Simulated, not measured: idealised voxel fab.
The process module presented herein is designated voxel self aligned vias.
190 nm wide, 5 nm square cells: that's cross-section cut.
This document writes a cross-section as a grid whose cells are square, and gives it as bands, listed from the top down; one or more rows of cells form a band.
In this notation a band is specified by the heights of its top and bottom, in that order and in nm, after which its materials appear from left to right, each paired with its width in nm. The word "edge to edge" attached to a single material means that material fills the band from edge to edge; the word "empty" stands for empty space.
For the purposes of this specification, 0 denotes the height below which the wafer in its as-received condition is composed wholly of one material, and the lowermost band, lacking a lower limit, extends downward without end, as expressed in "top 0, no bottom".
Note: "30->40" means the width goes from the first number (top row of the band) to the second number (bottom row) in equal steps per row of cells.
Where a step carries "stayed the same", the cross-section came out of it unchanged, cell for cell.
Entry "Unvented voids". Content: empty spaces with no open connection to the top, size 8 cells or greater. Each: width x height at distance. Distance: from left edge. Unit: nm.
The remark found on a step's line after its settings is issued by the simulator itself and pertains to that step.
On any step carrying a mask, the "overlay nm" setting, if present on the step's line, tells how far right of its planned place the mask lay; negative values point to the left.
The planned process steps are enumerated hereunder:
1: RECEIVE (material Si)
2: CONFORMAL_DEP (material SiO2; thk nm 15)
3: CONFORMAL_DEP (material SiCN; thk nm 5)
4: DIRECTIONAL_DEP (material SiO2; thk nm 30)
5: DIRECTIONAL_DEP (material aC; thk nm 10)
6: PATTERN (tone open; mask id LINES; material resist; width nm 25; pitch nm 75; thk nm 30; overlay nm 0)
7: DIRECTIONAL_ETCH (etch materials aC; depth nm 10)
8: STRIP (etch materials resist)
9: DIRECTIONAL_ETCH (etch materials SiO2; depth nm 30)
10: STRIP (etch materials aC)
11: CONFORMAL_DEP (material TiN; thk nm 5)
12: FILL_DEP (material W; thk nm 10)
13: CMP (height nm 50)
14: SELECTIVE_ETCH (etch materials W Ru TiN; depth nm 5)
15: FILL_DEP (material SiN; thk nm 5)
16: CMP (height nm 50)
17: DIRECTIONAL_DEP (material SiO2; thk nm 20)
18: MASKED_ETCH (tone open; mask id VIAS; width nm 45; pitch nm 75; etch materials SiO2; depth nm 20; overlay nm 0)
19: MASKED_ETCH (tone open; mask id VIAS; width nm 45; pitch nm 75; etch materials SiN; depth nm 5; overlay nm 0)
20: CONFORMAL_DEP (material TiN; thk nm 5)
21: FILL_DEP (material W; thk nm 5)
22: CMP (height nm 70)
23: CONFORMAL_DEP (material SiCN; thk nm 5)
So this is the incoming wafer in cross-section - it's already been through step 1:
    top 0, no bottom: Si edge to edge
    Unvented voids: none
The first of the two wafers as seen in cross-section once the module was finished; processing followed the plan:
    top 75, bottom 70: SiCN edge to edge
    top 70, bottom 55: SiO2 35 nm, TiN 5 nm, W 35 nm, TiN 5 nm, SiO2 30 nm, TiN 5 nm, W 35 nm, TiN 5 nm, SiO2 35 nm
    top 55, bottom 50: SiO2 35 nm, TiN 15 nm, W 15 nm, TiN 15 nm, SiO2 30 nm, TiN 15 nm, W 15 nm, TiN 15 nm, SiO2 35 nm
    top 50, bottom 45: SiO2 45 nm, TiN 25 nm, SiO2 50 nm, TiN 25 nm, SiO2 45 nm
    top 45, bottom 25: SiO2 45 nm, TiN 5 nm, W 15 nm, TiN 5 nm, SiO2 50 nm, TiN 5 nm, W 15 nm, TiN 5 nm, SiO2 45 nm
    top 25, bottom 20: SiO2 45 nm, TiN 25 nm, SiO2 50 nm, TiN 25 nm, SiO2 45 nm
    top 20, bottom 15: SiCN edge to edge
    top 15, bottom 0: SiO2 edge to edge
    top 0, no bottom: Si edge to edge
    Unvented voids: none
Wafer two, sectioned after the module: the first wafer's start, the first wafer's plan, and one mistake in how it was run:
    top 75, bottom 70: SiCN edge to edge
    top 70, bottom 55: W 30 nm, TiN 5 nm, SiO2 45 nm, TiN 5 nm, W 20 nm, TiN 5 nm, SiO2 45 nm, TiN 5 nm, W 30 nm
    top 55, bottom 50: TiN 35 nm, SiO2 45 nm, TiN 30 nm, SiO2 45 nm, TiN 35 nm
    top 50, bottom 45: SiO2 45 nm, SiN 25 nm, SiO2 50 nm, SiN 25 nm, SiO2 45 nm
    top 45, bottom 25: SiO2 45 nm, TiN 5 nm, W 15 nm, TiN 5 nm, SiO2 50 nm, TiN 5 nm, W 15 nm, TiN 5 nm, SiO2 45 nm
    top 25, bottom 20: SiO2 45 nm, TiN 25 nm, SiO2 50 nm, TiN 25 nm, SiO2 45 nm
    top 20, bottom 15: SiCN edge to edge
    top 15, bottom 0: SiO2 edge to edge
    top 0, no bottom: Si edge to edge
    Unvented voids: none
Which mistake was made when the wafer was run? for step 18, the planned setting was not used; the step was instead run as MASKED_ETCH (tone cover; mask id VIAS; width nm 45; pitch nm 75; etch materials SiO2; depth nm 20; overlay nm 0)
The second wafer ends with more or fewer cells of some materials than the first, per final count: 10 more of SiN, 8 fewer of SiO2, 2 fewer of TiN
